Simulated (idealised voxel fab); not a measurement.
Documented hereafter: the process module known as voxel transistor to metal.
The cross-section on display is named cut; it measures 195 nm wide, and its cells are 5 nm squares.
Cross-section spec: square-cell grid; bands listed top down; each band is one or more rows. Within each band entry, the heights of the top and of the bottom of the band appear first, in that order and in nm; the materials of the band then follow from left to right, each with its corresponding width in nm. The designation "edge to edge" on a single material indicates that it fills the band from edge to edge; the designation "empty" indicates empty space. Heights from 0 (as-received wafer is one material below). Bottom band endless downward, as "from 0 down". The two numbers in a width such as "30..40" mark its ends across the band: the first belongs to the top row of cells, the second to the bottom row, and from each row to the next the width moves by the same amount. "changes: none" after a step means that no cell of the cross-section changed. "Enclosed cavity list" specifies each empty space that is not open to the top and that occupies no fewer than 8 cells, using the form width x height at distance, the distance measured from the left edge and all three quantities in nm. What comes after the settings on a step's line is commentary from the simulator itself on that step. Steps that use a mask can have "overlay nm" on their line. It says how far the mask sat to the right of where it was meant to be. Negative means to the left.
The process steps that were planned are listed below
1,RECEIVE,material Si
2,CONFORMAL_DEP,material SiO2,thk nm 5
3,CONFORMAL_DEP,material SiN,thk nm 15
4,DIRECTIONAL_DEP,material aC,thk nm 15
5,PATTERN,tone cover,mask id ACTIVE,material resist,width nm 95,thk nm 30,overlay nm 0
6,DIRECTIONAL_ETCH,etch materials aC,depth nm 15
7,STRIP,etch materials resist
8,DIRECTIONAL_ETCH,etch materials SiN,depth nm 15
9,DIRECTIONAL_ETCH,etch materials SiO2,depth nm 5
10,DIRECTIONAL_ETCH,etch materials Si,depth nm 25
11,STRIP,etch materials aC
12,OXIDIZE,depth nm 5
13,FILL_DEP,material SiO2,thk nm 10
14,CMP,height nm 20
15,SELECTIVE_ETCH,etch materials SiO2,depth nm 15
16,STRIP,etch materials SiN
17,SELECTIVE_ETCH,etch materials SiO2,depth nm 5
18,OXIDIZE,depth nm 5
19,DIRECTIONAL_DEP,material polySi,thk nm 30
20,DIRECTIONAL_DEP,material SiCN,thk nm 10
21,MASKED_ETCH,tone cover,mask id GATE,width nm 25,etch materials SiCN,depth nm 20,overlay nm 0
22,MASKED_ETCH,tone cover,mask id GATE,width nm 25,etch materials polySi,depth nm 40,overlay nm 0
23,CONFORMAL_DEP,material SiO2,thk nm 5
24,DIRECTIONAL_ETCH,etch materials SiO2,depth nm 5
25,CONFORMAL_DEP,material SiN,thk nm 10
26,DIRECTIONAL_ETCH,etch materials SiN,depth nm 10
27,DIRECTIONAL_ETCH,etch materials SiO2,depth nm 5
28,DIRECTIONAL_ETCH,etch materials Si,depth nm 10
29,EPI,material SiGe,thk nm 10
30,FILL_DEP,material SiO2,thk nm 5
31,CMP,height nm 40
32,DIRECTIONAL_DEP,material SiO2,thk nm 15
33,DIRECTIONAL_DEP,material aC,thk nm 10
34,PATTERN,tone open,mask id CONTACT,material resist,width nm 15,pitch nm 70,thk nm 25,overlay nm 0
35,DIRECTIONAL_ETCH,etch materials aC,depth nm 10
36,STRIP,etch materials resist
37,DIRECTIONAL_ETCH,etch materials SiO2,depth nm 60
38,STRIP,etch materials aC
39,CONFORMAL_DEP,material TiN,thk nm 5
40,FILL_DEP,material Ru,thk nm 5
41,CMP,height nm 55
42,CONFORMAL_DEP,material SiN,thk nm 5
43,DIRECTIONAL_DEP,material lowk,thk nm 20
44,PATTERN,tone open,mask id METAL_1,material resist,width nm 15,pitch nm 70,thk nm 20,overlay nm 0
45,DIRECTIONAL_ETCH,etch materials lowk,depth nm 20
46,DIRECTIONAL_ETCH,etch materials SiN,depth nm 5
47,STRIP,etch materials resist
48,CONFORMAL_DEP,material TiN,thk nm 5
49,FILL_DEP,material W,thk nm 10
50,CMP,height nm 80
51,CONFORMAL_DEP,material SiCN,thk nm 5
52,DIRECTIONAL_DEP,material lowk,thk nm 35
53,PATTERN,tone open,mask id METAL_2,material resist,width nm 15,pitch nm 70,thk nm 15,overlay nm 0
54,DIRECTIONAL_ETCH,etch materials lowk,depth nm 20
55,STRIP,etch materials resist
56,PATTERN,tone open,mask id METAL_2_HOLES,material resist,width nm 15,pitch nm 70,thk nm 20,overlay nm 0
57,DIRECTIONAL_ETCH,etch materials lowk,depth nm 15
58,DIRECTIONAL_ETCH,etch materials SiCN,depth nm 5
59,STRIP,etch materials resist
60,CONFORMAL_DEP,material TiN,thk nm 5
61,FILL_DEP,material Cu,thk nm 5
62,CMP,height nm 120
63,CONFORMAL_DEP,material SiCN,thk nm 5
Below: the first of two wafers, run as planned
Step 1 complete: cross-section of the wafer as received
  from 0 down  Si edge to edge
  Enclosed cavity list: none
Step 2 complete: cross-section through the wafer
  from 5 to 0  SiO2 edge to edge
  Beneath the level 0, the cross-section is identical to its previous state.
Step 3 complete: cross-section through the wafer
  from 20 to 5  SiN edge to edge
  Beneath the level 5, the cross-section is identical to its previous state.
Step 4 complete: cross-section through the wafer
  from 35 to 20  aC edge to edge
  Beneath the level 20, the cross-section is identical to its previous state.
Step 5 complete: cross-section through the wafer
  from 65 to 35  empty 50, then resist 95, then empty 50
  Beneath the level 35, the cross-section is identical to its previous state.
Step 6 complete: cross-section through the wafer
  from 50 to 35  empty 50, then resist 95, then empty 50
  from 35 to 20  empty 50, then aC 95, then empty 50
  Beneath the level 20, the cross-section is identical to its previous state.
Step 7 complete: cross-section through the wafer
  from 35 to 20  empty 50, then aC 95, then empty 50
  Beneath the level 20, the cross-section is identical to its previous state.
Step 8 complete: cross-section through the wafer
  from 35 to 20  empty 50, then aC 95, then empty 50
  from 20 to 5  empty 50, then SiN 95, then empty 50
  Beneath the level 5, the cross-section is identical to its previous state.
Step 9 complete: cross-section through the wafer
  from 35 to 20  empty 50, then aC 95, then empty 50
  from 20 to 5  empty 50, then SiN 95, then empty 50
  from 5 to 0  empty 50, then SiO2 95, then empty 50
  Beneath the level 0, the cross-section is identical to its previous state.
Step 10 complete: cross-section through the wafer
  from 35 to 20  empty 50, then aC 95, then empty 50
  from 20 to 5  empty 50, then SiN 95, then empty 50
  from 5 to 0  empty 50, then SiO2 95, then empty 50
  from 0 to -25  empty 50, then Si 95, then empty 50
  Beneath the level -25, the cross-section is identical to its previous state.
Step 11 complete: cross-section through the wafer
  from 20 to 5  empty 50, then SiN 95, then empty 50
  Beneath the level 5, the cross-section is identical to its previous state.
Step 12 complete: cross-section through the wafer
  from 20 to 5  empty 50, then SiN 95, then empty 50
  from 5 to 0  empty 50, then SiO2 95, then empty 50
  from 0 to -25  empty 50, then SiO2 5, then Si 85, then SiO2 5, then empty 50
  from -25 to -30  SiO2 55, then Si 85, then SiO2 55
  Beneath the level -30, the cross-section is identical to its previous state.
Step 13 complete: cross-section through the wafer
  from 30 to 20  SiO2 edge to edge
  from 20 to 5  SiO2 50, then SiN 95, then SiO2 50
  from 5 to 0  SiO2 edge to edge
  from 0 to -30  SiO2 55, then Si 85, then SiO2 55
  Beneath the level -30, the cross-section is identical to its previous state.
Step 14 complete: cross-section through the wafer
  from 20 to 5  SiO2 50, then SiN 95, then SiO2 50
  Beneath the level 5, the cross-section is identical to its previous state.
Step 15 complete: cross-section through the wafer
  from 20 to 5  empty 50, then SiN 95, then empty 50
  Beneath the level 5, the cross-section is identical to its previous state.
Step 16 complete: cross-section through the wafer
  from 5 to 0  SiO2 edge to edge
  Beneath the level 0, the cross-section is identical to its previous state.
Step 17 complete: cross-section through the wafer
  from 0 to -30  SiO2 55, then Si 85, then SiO2 55
  Beneath the level -30, the cross-section is identical to its previous state.
Step 18 complete: cross-section through the wafer
  from 0 to -5  SiO2 edge to edge
  Beneath the level -5, the cross-section is identical to its previous state.
Step 19 complete: cross-section through the wafer
  from 30 to 0  polySi edge to edge
  Beneath the level 0, the cross-section is identical to its previous state.
Step 20 complete: cross-section through the wafer
  from 40 to 30  SiCN edge to edge
  Beneath the level 30, the cross-section is identical to its previous state.
Step 21 complete: cross-section through the wafer
  from 40 to 30  empty 85, then SiCN 25, then empty 85
  Beneath the level 30, the cross-section is identical to its previous state.
Step 22 complete: cross-section through the wafer
  from 40 to 30  empty 85, then SiCN 25, then empty 85
  from 30 to 0  empty 85, then polySi 25, then empty 85
  Beneath the level 0, the cross-section is identical to its previous state.
Step 23 complete: cross-section through the wafer
  from 45 to 40  empty 80, then SiO2 35, then empty 80
  from 40 to 30  empty 80, then SiO2 5, then SiCN 25, then SiO2 5, then empty 80
  from 30 to 5  empty 80, then SiO2 5, then polySi 25, then SiO2 5, then empty 80
  from 5 to 0  SiO2 85, then polySi 25, then SiO2 85
  Beneath the level 0, the cross-section is identical to its previous state.
Step 24 complete: cross-section through the wafer
  from 40 to 30  empty 80, then SiO2 5, then SiCN 25, then SiO2 5, then empty 80
  from 30 to 0  empty 80, then SiO2 5, then polySi 25, then SiO2 5, then empty 80
  Beneath the level 0, the cross-section is identical to its previous state.
Step 25 complete: cross-section through the wafer
  from 50 to 40  empty 70, then SiN 55, then empty 70
  from 40 to 30  empty 70, then SiN 10, then SiO2 5, then SiCN 25, then SiO2 5, then SiN 10, then empty 70
  from 30 to 10  empty 70, then SiN 10, then SiO2 5, then polySi 25, then SiO2 5, then SiN 10, then empty 70
  from 10 to 0  SiN 80, then SiO2 5, then polySi 25, then SiO2 5, then SiN 80
  Beneath the level 0, the cross-section is identical to its previous state.
Step 26 complete: cross-section through the wafer
  from 40 to 30  empty 70, then SiN 10, then SiO2 5, then SiCN 25, then SiO2 5, then SiN 10, then empty 70
  from 30 to 0  empty 70, then SiN 10, then SiO2 5, then polySi 25, then SiO2 5, then SiN 10, then empty 70
  Beneath the level 0, the cross-section is identical to its previous state.
Step 27 complete: cross-section through the wafer
  from 40 to 35  empty 70, then SiN 10, then empty 5, then SiCN 25, then empty 5, then SiN 10, then empty 70
  from 35 to 30  empty 70, then SiN 10, then SiO2 5, then SiCN 25, then SiO2 5, then SiN 10, then empty 70
  from 30 to 0  empty 70, then SiN 10, then SiO2 5, then polySi 25, then SiO2 5, then SiN 10, then empty 70
  from 0 to -5  empty 70, then SiO2 55, then empty 70
  Beneath the level -5, the cross-section is identical to its previous state.
Step 28 complete: cross-section through the wafer
  from 40 to 35  empty 70, then SiN 10, then empty 5, then SiCN 25, then empty 5, then SiN 10, then empty 70
  from 35 to 30  empty 70, then SiN 10, then SiO2 5, then SiCN 25, then SiO2 5, then SiN 10, then empty 70
  from 30 to 0  empty 70, then SiN 10, then SiO2 5, then polySi 25, then SiO2 5, then SiN 10, then empty 70
  from 0 to -5  empty 70, then SiO2 55, then empty 70
  from -5 to -15  SiO2 55, then empty 15, then Si 55, then empty 15, then SiO2 55
  Beneath the level -15, the cross-section is identical to its previous state.
Step 29 complete: cross-section through the wafer
  from 40 to 35  empty 70, then SiN 10, then empty 5, then SiCN 25, then empty 5, then SiN 10, then empty 70
  from 35 to 30  empty 70, then SiN 10, then SiO2 5, then SiCN 25, then SiO2 5, then SiN 10, then empty 70
  from 30 to 5  empty 70, then SiN 10, then SiO2 5, then polySi 25, then SiO2 5, then SiN 10, then empty 70
  from 5 to 0  empty 60, then SiGe 10, then SiN 10, then SiO2 5, then polySi 25, then SiO2 5, then SiN 10, then SiGe 10, then empty 60
  from 0 to -5  empty 60, then SiGe 10, then SiO2 55, then SiGe 10, then empty 60
  from -5 to -15  SiO2 55, then SiGe 15, then Si 55, then SiGe 15, then SiO2 55
  Beneath the level -15, the cross-section is identical to its previous state.
Step 30 complete: cross-section through the wafer
  from 45 to 40  SiO2 edge to edge
  from 40 to 30  SiO2 70, then SiN 10, then SiO2 5, then SiCN 25, then SiO2 5, then SiN 10, then SiO2 70
  from 30 to 5  SiO2 70, then SiN 10, then SiO2 5, then polySi 25, then SiO2 5, then SiN 10, then SiO2 70
  from 5 to 0  SiO2 60, then SiGe 10, then SiN 10, then SiO2 5, then polySi 25, then SiO2 5, then SiN 10, then SiGe 10, then SiO2 60
  from 0 to -5  SiO2 60, then SiGe 10, then SiO2 55, then SiGe 10, then SiO2 60
  Beneath the level -5, the cross-section is identical to its previous state.
Step 31 complete: cross-section through the wafer
  from 40 to 30  SiO2 70, then SiN 10, then SiO2 5, then SiCN 25, then SiO2 5, then SiN 10, then SiO2 70
  Beneath the level 30, the cross-section is identical to its previous state.
Step 32 complete: cross-section through the wafer
  from 55 to 40  SiO2 edge to edge
  Beneath the level 40, the cross-section is identical to its previous state.
Step 33 complete: cross-section through the wafer
  from 65 to 55  aC edge to edge
  Beneath the level 55, the cross-section is identical to its previous state.
Step 34 complete: cross-section through the wafer
  from 90 to 65  resist 55, then empty 15, then resist 55, then empty 15, then resist 55
  Beneath the level 65, the cross-section is identical to its previous state.
Step 35 complete: cross-section through the wafer
  from 80 to 65  resist 55, then empty 15, then resist 55, then empty 15, then resist 55
  from 65 to 55  aC 55, then empty 15, then aC 55, then empty 15, then aC 55
  Beneath the level 55, the cross-section is identical to its previous state.
Step 36 complete: cross-section through the wafer
  from 65 to 55  aC 55, then empty 15, then aC 55, then empty 15, then aC 55
  Beneath the level 55, the cross-section is identical to its previous state.
Step 37 complete: cross-section through the wafer
  from 65 to 55  aC 55, then empty 15, then aC 55, then empty 15, then aC 55
  from 55 to 40  SiO2 55, then empty 15, then SiO2 55, then empty 15, then SiO2 55
  from 40 to 30  SiO2 55, then empty 15, then SiN 10, then SiO2 5, then SiCN 25, then SiO2 5, then SiN 10, then empty 15, then SiO2 55
  from 30 to 5  SiO2 55, then empty 15, then SiN 10, then SiO2 5, then polySi 25, then SiO2 5, then SiN 10, then empty 15, then SiO2 55
  from 5 to 0  SiO2 55, then empty 5, then SiGe 10, then SiN 10, then SiO2 5, then polySi 25, then SiO2 5, then SiN 10, then SiGe 10, then empty 5, then SiO2 55
  from 0 to -5  SiO2 55, then empty 5, then SiGe 10, then SiO2 55, then SiGe 10, then empty 5, then SiO2 55
  Beneath the level -5, the cross-section is identical to its previous state.
Step 38 complete: cross-section through the wafer
  from 55 to 40  SiO2 55, then empty 15, then SiO2 55, then empty 15, then SiO2 55
  Beneath the level 40, the cross-section is identical to its previous state.
Step 39 complete: cross-section through the wafer
  from 60 to 55  TiN 60, then empty 5, then TiN 65, then empty 5, then TiN 60
  from 55 to 40  SiO2 55, then TiN 5, then empty 5, then TiN 5, then SiO2 55, then TiN 5, then empty 5, then TiN 5, then SiO2 55
  from 40 to 30  SiO2 55, then TiN 5, then empty 5, then TiN 5, then SiN 10, then SiO2 5, then SiCN 25, then SiO2 5, then SiN 10, then TiN 5, then empty 5, then TiN 5, then SiO2 55
  from 30 to 10  SiO2 55, then TiN 5, then empty 5, then TiN 5, then SiN 10, then SiO2 5, then polySi 25, then SiO2 5, then SiN 10, then TiN 5, then empty 5, then TiN 5, then SiO2 55
  from 10 to 5  SiO2 55, then TiN 15, then SiN 10, then SiO2 5, then polySi 25, then SiO2 5, then SiN 10, then TiN 15, then SiO2 55
  from 5 to 0  SiO2 55, then TiN 5, then SiGe 10, then SiN 10, then SiO2 5, then polySi 25, then SiO2 5, then SiN 10, then SiGe 10, then TiN 5, then SiO2 55
  from 0 to -5  SiO2 55, then TiN 5, then SiGe 10, then SiO2 55, then SiGe 10, then TiN 5, then SiO2 55
  Beneath the level -5, the cross-section is identical to its previous state.
Step 40 complete: cross-section through the wafer
  from 65 to 60  Ru edge to edge
  from 60 to 55  TiN 60, then Ru 5, then TiN 65, then Ru 5, then TiN 60
  from 55 to 40  SiO2 55, then TiN 5, then Ru 5, then TiN 5, then SiO2 55, then TiN 5, then Ru 5, then TiN 5, then SiO2 55
  from 40 to 30  SiO2 55, then TiN 5, then Ru 5, then TiN 5, then SiN 10, then SiO2 5, then SiCN 25, then SiO2 5, then SiN 10, then TiN 5, then Ru 5, then TiN 5, then SiO2 55
  from 30 to 10  SiO2 55, then TiN 5, then Ru 5, then TiN 5, then SiN 10, then SiO2 5, then polySi 25, then SiO2 5, then SiN 10, then TiN 5, then Ru 5, then TiN 5, then SiO2 55
  Beneath the level 10, the cross-section is identical to its previous state.
Step 41 complete: cross-section through the wafer
  from 55 to 40  SiO2 55, then TiN 5, then Ru 5, then TiN 5, then SiO2 55, then TiN 5, then Ru 5, then TiN 5, then SiO2 55
  Beneath the level 40, the cross-section is identical to its previous state.
Step 42 complete: cross-section through the wafer
  from 60 to 55  SiN edge to edge
  Beneath the level 55, the cross-section is identical to its previous state.
Step 43 complete: cross-section through the wafer
  from 80 to 60  lowk edge to edge
  Beneath the level 60, the cross-section is identical to its previous state.
Step 44 complete: cross-section through the wafer
  from 100 to 80  resist 55, then empty 15, then resist 55, then empty 15, then resist 55
  Beneath the level 80, the cross-section is identical to its previous state.
Step 45 complete: cross-section through the wafer
  from 100 to 80  resist 55, then empty 15, then resist 55, then empty 15, then resist 55
  from 80 to 60  lowk 55, then empty 15, then lowk 55, then empty 15, then lowk 55
  Beneath the level 60, the cross-section is identical to its previous state.
Step 46 complete: cross-section through the wafer
  from 100 to 80  resist 55, then empty 15, then resist 55, then empty 15, then resist 55
  from 80 to 60  lowk 55, then empty 15, then lowk 55, then empty 15, then lowk 55
  from 60 to 55  SiN 55, then empty 15, then SiN 55, then empty 15, then SiN 55
  Beneath the level 55, the cross-section is identical to its previous state.
Step 47 complete: cross-section through the wafer
  from 80 to 60  lowk 55, then empty 15, then lowk 55, then empty 15, then lowk 55
  Beneath the level 60, the cross-section is identical to its previous state.
Step 48 complete: cross-section through the wafer
  from 85 to 80  TiN 60, then empty 5, then TiN 65, then empty 5, then TiN 60
  from 80 to 60  lowk 55, then TiN 5, then empty 5, then TiN 5, then lowk 55, then TiN 5, then empty 5, then TiN 5, then lowk 55
  from 60 to 55  SiN 55, then TiN 15, then SiN 55, then TiN 15, then SiN 55
  Beneath the level 55, the cross-section is identical to its previous state.
Step 49 complete: cross-section through the wafer
  from 95 to 85  W edge to edge
  from 85 to 80  TiN 60, then W 5, then TiN 65, then W 5, then TiN 60
  from 80 to 60  lowk 55, then TiN 5, then W 5, then TiN 5, then lowk 55, then TiN 5, then W 5, then TiN 5, then lowk 55
  Beneath the level 60, the cross-section is identical to its previous state.
Step 50 complete: cross-section through the wafer
  from 80 to 60  lowk 55, then TiN 5, then W 5, then TiN 5, then lowk 55, then TiN 5, then W 5, then TiN 5, then lowk 55
  Beneath the level 60, the cross-section is identical to its previous state.
Step 51 complete: cross-section through the wafer
  from 85 to 80  SiCN edge to edge
  Beneath the level 80, the cross-section is identical to its previous state.
Step 52 complete: cross-section through the wafer
  from 120 to 85  lowk edge to edge
  Beneath the level 85, the cross-section is identical to its previous state.
Step 53 complete: cross-section through the wafer
  from 135 to 120  resist 55, then empty 15, then resist 55, then empty 15, then resist 55
  Beneath the level 120, the cross-section is identical to its previous state.
Step 54 complete: cross-section through the wafer
  from 135 to 120  resist 55, then empty 15, then resist 55, then empty 15, then resist 55
  from 120 to 100  lowk 55, then empty 15, then lowk 55, then empty 15, then lowk 55
  Beneath the level 100, the cross-section is identical to its previous state.
Step 55 complete: cross-section through the wafer
  from 120 to 100  lowk 55, then empty 15, then lowk 55, then empty 15, then lowk 55
  Beneath the level 100, the cross-section is identical to its previous state.
Step 56 complete: cross-section through the wafer
  from 140 to 120  resist 55, then empty 15, then resist 55, then empty 15, then resist 55
  Beneath the level 120, the cross-section is identical to its previous state.
Step 57 complete: cross-section through the wafer
  from 140 to 120  resist 55, then empty 15, then resist 55, then empty 15, then resist 55
  from 120 to 85  lowk 55, then empty 15, then lowk 55, then empty 15, then lowk 55
  Beneath the level 85, the cross-section is identical to its previous state.
Step 58 complete: cross-section through the wafer
  from 140 to 120  resist 55, then empty 15, then resist 55, then empty 15, then resist 55
  from 120 to 85  lowk 55, then empty 15, then lowk 55, then empty 15, then lowk 55
  from 85 to 80  SiCN 55, then empty 15, then SiCN 55, then empty 15, then SiCN 55
  Beneath the level 80, the cross-section is identical to its previous state.
Step 59 complete: cross-section through the wafer
  from 120 to 85  lowk 55, then empty 15, then lowk 55, then empty 15, then lowk 55
  Beneath the level 85, the cross-section is identical to its previous state.
Step 60 complete: cross-section through the wafer
  from 125 to 120  TiN 60, then empty 5, then TiN 65, then empty 5, then TiN 60
  from 120 to 85  lowk 55, then TiN 5, then empty 5, then TiN 5, then lowk 55, then TiN 5, then empty 5, then TiN 5, then lowk 55
  from 85 to 80  SiCN 55, then TiN 15, then SiCN 55, then TiN 15, then SiCN 55
  Beneath the level 80, the cross-section is identical to its previous state.
Step 61 complete: cross-section through the wafer
  from 130 to 125  Cu edge to edge
  from 125 to 120  TiN 60, then Cu 5, then TiN 65, then Cu 5, then TiN 60
  from 120 to 85  lowk 55, then TiN 5, then Cu 5, then TiN 5, then lowk 55, then TiN 5, then Cu 5, then TiN 5, then lowk 55
  Beneath the level 85, the cross-section is identical to its previous state.
Step 62 complete: cross-section through the wafer
  from 120 to 85  lowk 55, then TiN 5, then Cu 5, then TiN 5, then lowk 55, then TiN 5, then Cu 5, then TiN 5, then lowk 55
  Beneath the level 85, the cross-section is identical to its previous state.
Step 63 complete: cross-section through the wafer
  from 125 to 120  SiCN edge to edge
  Beneath the level 120, the cross-section is identical to its previous state.
Second wafer: same start and same plan as the first, one execution error; identical to the first through step 31
Second wafer, cut view, end of step 32 per plan
  from 50 to 40  SiO2 edge to edge
  Beneath the level 40, the cross-section is identical to its previous state.
Second wafer, cut view, end of step 33 per plan
  from 60 to 50  aC edge to edge
  Beneath the level 50, the cross-section is identical to its previous state.
Second wafer, cut view, end of step 34 per plan
  from 85 to 60  resist 55, then empty 15, then resist 55, then empty 15, then resist 55
  Beneath the level 60, the cross-section is identical to its previous state.
Second wafer, cut view, end of step 35 per plan
  from 75 to 60  resist 55, then empty 15, then resist 55, then empty 15, then resist 55
  from 60 to 50  aC 55, then empty 15, then aC 55, then empty 15, then aC 55
  Beneath the level 50, the cross-section is identical to its previous state.
Second wafer, cut view, end of step 36 per plan
  from 60 to 50  aC 55, then empty 15, then aC 55, then empty 15, then aC 55
  Beneath the level 50, the cross-section is identical to its previous state.
Second wafer, cut view, end of step 37 per plan
  from 60 to 50  aC 55, then empty 15, then aC 55, then empty 15, then aC 55
  from 50 to 40  SiO2 55, then empty 15, then SiO2 55, then empty 15, then SiO2 55
  from 40 to 30  SiO2 55, then empty 15, then SiN 10, then SiO2 5, then SiCN 25, then SiO2 5, then SiN 10, then empty 15, then SiO2 55
  from 30 to 5  SiO2 55, then empty 15, then SiN 10, then SiO2 5, then polySi 25, then SiO2 5, then SiN 10, then empty 15, then SiO2 55
  from 5 to 0  SiO2 55, then empty 5, then SiGe 10, then SiN 10, then SiO2 5, then polySi 25, then SiO2 5, then SiN 10, then SiGe 10, then empty 5, then SiO2 55
  from 0 to -5  SiO2 55, then empty 5, then SiGe 10, then SiO2 55, then SiGe 10, then empty 5, then SiO2 55
  Beneath the level -5, the cross-section is identical to its previous state.
Second wafer, cut view, end of step 38 per plan
  from 50 to 40  SiO2 55, then empty 15, then SiO2 55, then empty 15, then SiO2 55
  Beneath the level 40, the cross-section is identical to its previous state.
Second wafer, cut view, end of step 39 per plan
  from 55 to 50  TiN 60, then empty 5, then TiN 65, then empty 5, then TiN 60
  from 50 to 40  SiO2 55, then TiN 5, then empty 5, then TiN 5, then SiO2 55, then TiN 5, then empty 5, then TiN 5, then SiO2 55
  from 40 to 30  SiO2 55, then TiN 5, then empty 5, then TiN 5, then SiN 10, then SiO2 5, then SiCN 25, then SiO2 5, then SiN 10, then TiN 5, then empty 5, then TiN 5, then SiO2 55
  from 30 to 10  SiO2 55, then TiN 5, then empty 5, then TiN 5, then SiN 10, then SiO2 5, then polySi 25, then SiO2 5, then SiN 10, then TiN 5, then empty 5, then TiN 5, then SiO2 55
  from 10 to 5  SiO2 55, then TiN 15, then SiN 10, then SiO2 5, then polySi 25, then SiO2 5, then SiN 10, then TiN 15, then SiO2 55
  from 5 to 0  SiO2 55, then TiN 5, then SiGe 10, then SiN 10, then SiO2 5, then polySi 25, then SiO2 5, then SiN 10, then SiGe 10, then TiN 5, then SiO2 55
  from 0 to -5  SiO2 55, then TiN 5, then SiGe 10, then SiO2 55, then SiGe 10, then TiN 5, then SiO2 55
  Beneath the level -5, the cross-section is identical to its previous state.
Second wafer, cut view, end of step 40 per plan
  from 60 to 55  Ru edge to edge
  from 55 to 50  TiN 60, then Ru 5, then TiN 65, then Ru 5, then TiN 60
  from 50 to 40  SiO2 55, then TiN 5, then Ru 5, then TiN 5, then SiO2 55, then TiN 5, then Ru 5, then TiN 5, then SiO2 55
  from 40 to 30  SiO2 55, then TiN 5, then Ru 5, then TiN 5, then SiN 10, then SiO2 5, then SiCN 25, then SiO2 5, then SiN 10, then TiN 5, then Ru 5, then TiN 5, then SiO2 55
  from 30 to 10  SiO2 55, then TiN 5, then Ru 5, then TiN 5, then SiN 10, then SiO2 5, then polySi 25, then SiO2 5, then SiN 10, then TiN 5, then Ru 5, then TiN 5, then SiO2 55
  Beneath the level 10, the cross-section is identical to its previous state.
Second wafer, cut view, end of step 41 per plan
  from 55 to 50  TiN 60, then Ru 5, then TiN 65, then Ru 5, then TiN 60
  Beneath the level 50, the cross-section is identical to its previous state.
Second wafer, cut view, end of step 42 per plan
  from 60 to 55  SiN edge to edge
  Beneath the level 55, the cross-section is identical to its previous state.
Second wafer, cut view, end of step 43 per plan
  from 80 to 60  lowk edge to edge
  Beneath the level 60, the cross-section is identical to its previous state.
Second wafer, cut view, end of step 44 per plan
  from 100 to 80  resist 55, then empty 15, then resist 55, then empty 15, then resist 55
  Beneath the level 80, the cross-section is identical to its previous state.
Second wafer, cut view, end of step 45 per plan
  from 100 to 80  resist 55, then empty 15, then resist 55, then empty 15, then resist 55
  from 80 to 60  lowk 55, then empty 15, then lowk 55, then empty 15, then lowk 55
  Beneath the level 60, the cross-section is identical to its previous state.
Second wafer, cut view, end of step 46 per plan
  from 100 to 80  resist 55, then empty 15, then resist 55, then empty 15, then resist 55
  from 80 to 60  lowk 55, then empty 15, then lowk 55, then empty 15, then lowk 55
  from 60 to 55  SiN 55, then empty 15, then SiN 55, then empty 15, then SiN 55
  Beneath the level 55, the cross-section is identical to its previous state.
Second wafer, cut view, end of step 47 per plan
  from 80 to 60  lowk 55, then empty 15, then lowk 55, then empty 15, then lowk 55
  Beneath the level 60, the cross-section is identical to its previous state.
Second wafer, cut view, end of step 48 per plan
  from 85 to 80  TiN 60, then empty 5, then TiN 65, then empty 5, then TiN 60
  from 80 to 60  lowk 55, then TiN 5, then empty 5, then TiN 5, then lowk 55, then TiN 5, then empty 5, then TiN 5, then lowk 55
  from 60 to 55  SiN 55, then TiN 15, then SiN 55, then TiN 15, then SiN 55
  Beneath the level 55, the cross-section is identical to its previous state.
Second wafer, cut view, end of step 49 per plan
  from 95 to 85  W edge to edge
  from 85 to 80  TiN 60, then W 5, then TiN 65, then W 5, then TiN 60
  from 80 to 60  lowk 55, then TiN 5, then W 5, then TiN 5, then lowk 55, then TiN 5, then W 5, then TiN 5, then lowk 55
  Beneath the level 60, the cross-section is identical to its previous state.
Second wafer, cut view, end of step 50 per plan
  from 80 to 60  lowk 55, then TiN 5, then W 5, then TiN 5, then lowk 55, then TiN 5, then W 5, then TiN 5, then lowk 55
  Beneath the level 60, the cross-section is identical to its previous state.
Second wafer, cut view, end of step 51 per plan
  from 85 to 80  SiCN edge to edge
  Beneath the level 80, the cross-section is identical to its previous state.
Second wafer, cut view, end of step 52 per plan
  from 120 to 85  lowk edge to edge
  Beneath the level 85, the cross-section is identical to its previous state.
Second wafer, cut view, end of step 53 per plan
  from 135 to 120  resist 55, then empty 15, then resist 55, then empty 15, then resist 55
  Beneath the level 120, the cross-section is identical to its previous state.
Second wafer, cut view, end of step 54 per plan
  from 135 to 120  resist 55, then empty 15, then resist 55, then empty 15, then resist 55
  from 120 to 100  lowk 55, then empty 15, then lowk 55, then empty 15, then lowk 55
  Beneath the level 100, the cross-section is identical to its previous state.
Second wafer, cut view, end of step 55 per plan
  from 120 to 100  lowk 55, then empty 15, then lowk 55, then empty 15, then lowk 55
  Beneath the level 100, the cross-section is identical to its previous state.
Second wafer, cut view, end of step 56 per plan
  from 140 to 120  resist 55, then empty 15, then resist 55, then empty 15, then resist 55
  Beneath the level 120, the cross-section is identical to its previous state.
Second wafer, cut view, end of step 57 per plan
  from 140 to 120  resist 55, then empty 15, then resist 55, then empty 15, then resist 55
  from 120 to 85  lowk 55, then empty 15, then lowk 55, then empty 15, then lowk 55
  Beneath the level 85, the cross-section is identical to its previous state.
Second wafer, cut view, end of step 58 per plan
  from 140 to 120  resist 55, then empty 15, then resist 55, then empty 15, then resist 55
  from 120 to 85  lowk 55, then empty 15, then lowk 55, then empty 15, then lowk 55
  from 85 to 80  SiCN 55, then empty 15, then SiCN 55, then empty 15, then SiCN 55
  Beneath the level 80, the cross-section is identical to its previous state.
Second wafer, cut view, end of step 59 per plan
  from 120 to 85  lowk 55, then empty 15, then lowk 55, then empty 15, then lowk 55
  Beneath the level 85, the cross-section is identical to its previous state.
Second wafer, cut view, end of step 60 per plan
  from 125 to 120  TiN 60, then empty 5, then TiN 65, then empty 5, then TiN 60
  from 120 to 85  lowk 55, then TiN 5, then empty 5, then TiN 5, then lowk 55, then TiN 5, then empty 5, then TiN 5, then lowk 55
  from 85 to 80  SiCN 55, then TiN 15, then SiCN 55, then TiN 15, then SiCN 55
  Beneath the level 80, the cross-section is identical to its previous state.
Second wafer, cut view, end of step 61 per plan
  from 130 to 125  Cu edge to edge
  from 125 to 120  TiN 60, then Cu 5, then TiN 65, then Cu 5, then TiN 60
  from 120 to 85  lowk 55, then TiN 5, then Cu 5, then TiN 5, then lowk 55, then TiN 5, then Cu 5, then TiN 5, then lowk 55
  Beneath the level 85, the cross-section is identical to its previous state.
Second wafer, cut view, end of step 62 per plan
  from 120 to 85  lowk 55, then TiN 5, then Cu 5, then TiN 5, then lowk 55, then TiN 5, then Cu 5, then TiN 5, then lowk 55
  Beneath the level 85, the cross-section is identical to its previous state.
Second wafer, cut view, end of step 63 per plan
  from 125 to 120  SiCN edge to edge
  Beneath the level 120, the cross-section is identical to its previous state.
Deviation noted in wafer processing: step 32 deviated from plan and actually ran as DIRECTIONAL_DEP,material SiO2,thk nm 10
In the final state, the cell counts of the second wafer exceed or fall short of those of the first for the following materials: -33 SiO2; +33 TiN
